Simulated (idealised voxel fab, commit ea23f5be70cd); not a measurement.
process module | voxel tone inversion
cross-section cut | 275 nm wide | cells 5 nm
A cross-section is a grid of square cells, given in bands from the top down. A band is one or more rows of cells.
Each band's line starts with the height of the band's top and of its bottom, in nm. Then come its materials from left to right, each with its width in nm. One material with "throughout" fills the band from edge to edge. "air" is empty space.
Height 0 is the level under which the wafer as received is all one material. The lowest band goes on downwards, as in "0 down".
A width such as "30 to 40" changes by the same amount from each row of cells to the next, from the band's top row to its bottom row.
"no change" after a step means that no cell of the cross-section changed.
closed voids: empty space of 8 cells or more with no open way to the top, each as width x height at its distance from the left edge, in nm
after a step's settings: what the simulator itself notes on the step
overlay nm, on a step with a mask: how far to the right of its planned place the mask lay; to the left if negative
plan
1 op RECEIVE | material Si
2 op CONFORMAL_DEP | material SiCN | thk nm 5
3 op DIRECTIONAL_DEP | material aC | thk nm 25
4 op PATTERN | tone cover | mask id POSTS | material resist | width nm 25 | pitch nm 55 | thk nm 30 | overlay nm 0
5 op DIRECTIONAL_ETCH | etch materials aC | depth nm 25
6 op STRIP | etch materials resist
7 op FILL_DEP | material SiO2 | thk nm 10
8 op CMP | height nm 30
9 op STRIP | etch materials aC
first wafer, as planned
as received, after step 1
  0 down: Si throughout
  closed voids: none
after step 2
  5 to 0: SiCN throughout
  below 0: unchanged
after step 3
  30 to 5: aC throughout
  below 5: unchanged
after step 4
  60 to 30: air 40 | resist 25 | air 30 | resist 25 | air 30 | resist 25 | air 30 | resist 25 | air 45
  below 30: unchanged
after step 5
  35 to 30: air 40 | resist 25 | air 30 | resist 25 | air 30 | resist 25 | air 30 | resist 25 | air 45
  30 to 5: air 40 | aC 25 | air 30 | aC 25 | air 30 | aC 25 | air 30 | aC 25 | air 45
  below 5: unchanged
after step 6
  30 to 5: air 40 | aC 25 | air 30 | aC 25 | air 30 | aC 25 | air 30 | aC 25 | air 45
  below 5: unchanged
after step 7
  40 to 30: SiO2 throughout
  30 to 5: SiO2 40 | aC 25 | SiO2 30 | aC 25 | SiO2 30 | aC 25 | SiO2 30 | aC 25 | SiO2 45
  below 5: unchanged
after step 8
  30 to 5: SiO2 40 | aC 25 | SiO2 30 | aC 25 | SiO2 30 | aC 25 | SiO2 30 | aC 25 | SiO2 45
  below 5: unchanged
after step 9
  30 to 5: SiO2 40 | air 25 | SiO2 30 | air 25 | SiO2 30 | air 25 | SiO2 30 | air 25 | SiO2 45
  below 5: unchanged
second wafer: like start, like plan, one mistake. Through step 5 it matches the first wafer
when step 6 should have ended
  30 to 5: air 40 | aC 25 | air 30 | aC 25 | air 30 | aC 25 | air 30 | aC 25 | air 45
  below 5: unchanged
when step 7 should have ended
  40 to 30: SiO2 throughout
  30 to 5: SiO2 40 | aC 25 | SiO2 30 | aC 25 | SiO2 30 | aC 25 | SiO2 30 | aC 25 | SiO2 45
  below 5: unchanged
when step 8 should have ended
  30 to 5: SiO2 40 | aC 25 | SiO2 30 | aC 25 | SiO2 30 | aC 25 | SiO2 30 | aC 25 | SiO2 45
  below 5: unchanged
when step 9 should have ended
  30 to 5: SiO2 40 | air 25 | SiO2 30 | air 25 | SiO2 30 | air 25 | SiO2 30 | air 25 | SiO2 45
  below 5: unchanged
what went wrong: step 6 was run twice
at the end the two cross-sections are the same: no effect in what this model computes
